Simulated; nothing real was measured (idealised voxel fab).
The process module that follows is named voxel capacitor over wiring.
The width of the displayed cross-section, cut, is 225 nm; its cells are square, with a size of 5 nm.
The cross-sections in this document take the form of a grid made of square cells. They are written out as bands, in order from top to bottom. Each band consists of one or more rows of cells. Band: top and bottom heights (nm) first, top before bottom; then materials from left to right, widths in nm. "edge to edge" marks a sole material filling the band edge to edge. "empty" denotes empty space. Beneath 0, the wafer as received is one material, and that level is where height counting begins. The lowest band goes on downward without a bottom; it is written like "top 0, no bottom". Width spec "30..40" -> top row of cells at first value, bottom row at second value, equal per-row change in between. Given "no modifications" for a step, no cell of the cross-section differs between before and after that step. Heads up: "Fully sealed cavities" only lists the empty pockets with no open path to the top that are 8 cells or more, and it writes them as width x height at distance, distance from the left edge, in nm. Step line, after settings: the simulator's comment on this step. "overlay nm" on a masked step: distance the mask lay right of its planned place, negative for left.

HERE'S WHAT THE PLANNED PROCESS STEPS LOOK LIKE
1: RECEIVE (material Si)
2: CONFORMAL_DEP (material SiO2; thk nm 15)
3: CONFORMAL_DEP (material SiN; thk nm 5)
4: DIRECTIONAL_DEP (material SiO2; thk nm 25)
5: PATTERN (tone open; mask id METAL_1; material resist; width nm 30; pitch nm 80; thk nm 15; overlay nm 0)
6: DIRECTIONAL_ETCH (etch materials SiO2; depth nm 25)
7: DIRECTIONAL_ETCH (etch materials SiN; depth nm 5)
8: STRIP (etch materials resist)
9: CONFORMAL_DEP (material TiN; thk nm 5)
10: FILL_DEP (material W; thk nm 10)
11: CMP (height nm 45)
12: CONFORMAL_DEP (material SiCN; thk nm 5)
13: DIRECTIONAL_DEP (material lowk; thk nm 15)
14: PATTERN (tone open; mask id PLUG_1; material resist; width nm 15; thk nm 20; overlay nm 0)
15: DIRECTIONAL_ETCH (etch materials lowk; depth nm 15)
16: DIRECTIONAL_ETCH (etch materials SiCN; depth nm 5)
17: STRIP (etch materials resist)
18: EPI (material Ru; thk nm 10)
19: EPI (material Ru; thk nm 10)
20: DIRECTIONAL_DEP (material TiN; thk nm 10)
21: DIRECTIONAL_DEP (material HfO2; thk nm 5)
22: DIRECTIONAL_DEP (material TiN; thk nm 10)
23: MASKED_ETCH (tone cover; mask id UPPER_PLATE; width nm 55; etch materials TiN; depth nm 10; overlay nm 0)
24: MASKED_ETCH (tone cover; mask id UPPER_PLATE; width nm 55; etch materials HfO2; depth nm 5; overlay nm 0)
25: MASKED_ETCH (tone cover; mask id LOWER_PLATE; width nm 65; etch materials TiN; depth nm 10; overlay nm 0)
26: FILL_DEP (material SiO2; thk nm 20)
27: CMP (height nm 105)
28: PATTERN (tone open; mask id PLUG_2; material resist; width nm 15; thk nm 15; overlay nm 0)
29: DIRECTIONAL_ETCH (etch materials SiO2; depth nm 15)
30: STRIP (etch materials resist)
31: CONFORMAL_DEP (material TiN; thk nm 5)
32: FILL_DEP (material Ru; thk nm 10)
33: CMP (height nm 105)
34: CONFORMAL_DEP (material SiN; thk nm 5)

CROSS-SECTION OF THE WAFER AT RECEIPT, WHICH IS THE CONDITION AFTER STEP 1
> top 0, no bottom = Si edge to edge
> Fully sealed cavities: none

FIRST OF TWO WAFERS, END-OF-MODULE SECTION, RUN FOLLOWED PLAN
> top 110, bottom 105 = SiN edge to edge
> top 105, bottom 95 = 80 of SiO2  5 of TiN  5 of Ru  5 of TiN  130 of SiO2
> top 95, bottom 90 = 80 of SiO2  15 of TiN  130 of SiO2
> top 90, bottom 80 = 70 of SiO2  55 of TiN  100 of SiO2
> top 80, bottom 75 = 70 of SiO2  55 of HfO2  100 of SiO2
> top 75, bottom 65 = 65 of SiO2  65 of TiN  95 of SiO2
> top 65, bottom 50 = 70 of lowk  15 of Ru  140 of lowk
> top 50, bottom 45 = 70 of SiCN  15 of Ru  140 of SiCN
> top 45, bottom 20 = 55 of SiO2  5 of TiN  20 of W  5 of TiN  50 of SiO2  5 of TiN  20 of W  5 of TiN  60 of SiO2
> top 20, bottom 15 = 55 of SiN  30 of TiN  50 of SiN  30 of TiN  60 of SiN
> top 15, bottom 0 = SiO2 edge to edge
> top 0, no bottom = Si edge to edge
> Fully sealed cavities: none

SECOND WAFER CROSS-SECTION AT END OF MODULE - SHARED START AND PLAN WITH THE FIRST, ONE MISTAKE IN THE RUN
> top 110, bottom 105 = SiN edge to edge
> top 105, bottom 95 = 80 of SiO2  5 of TiN  5 of Ru  5 of TiN  130 of SiO2
> top 95, bottom 90 = 80 of SiO2  15 of TiN  130 of SiO2
> top 90, bottom 80 = 70 of SiO2  55 of TiN  100 of SiO2
> top 80, bottom 75 = 70 of SiO2  55 of HfO2  100 of SiO2
> top 75, bottom 65 = 60 of SiO2  75 of TiN  90 of SiO2
> top 65, bottom 50 = 70 of lowk  15 of Ru  140 of lowk
> top 50, bottom 45 = 70 of SiCN  15 of Ru  140 of SiCN
> top 45, bottom 20 = 55 of SiO2  5 of TiN  20 of W  5 of TiN  50 of SiO2  5 of TiN  20 of W  5 of TiN  60 of SiO2
> top 20, bottom 15 = 55 of SiN  30 of TiN  50 of SiN  30 of TiN  60 of SiN
> top 15, bottom 0 = SiO2 edge to edge
> top 0, no bottom = Si edge to edge
> Fully sealed cavities: none
Misprocessing identified: step 25 ran as: MASKED_ETCH (tone cover; mask id LOWER_PLATE; width nm 75; etch materials TiN; depth nm 10; overlay nm 0)
Final tally in cells, some materials are higher or lower on the second wafer than on the first: 4 fewer of SiO2 | 4 more of TiN
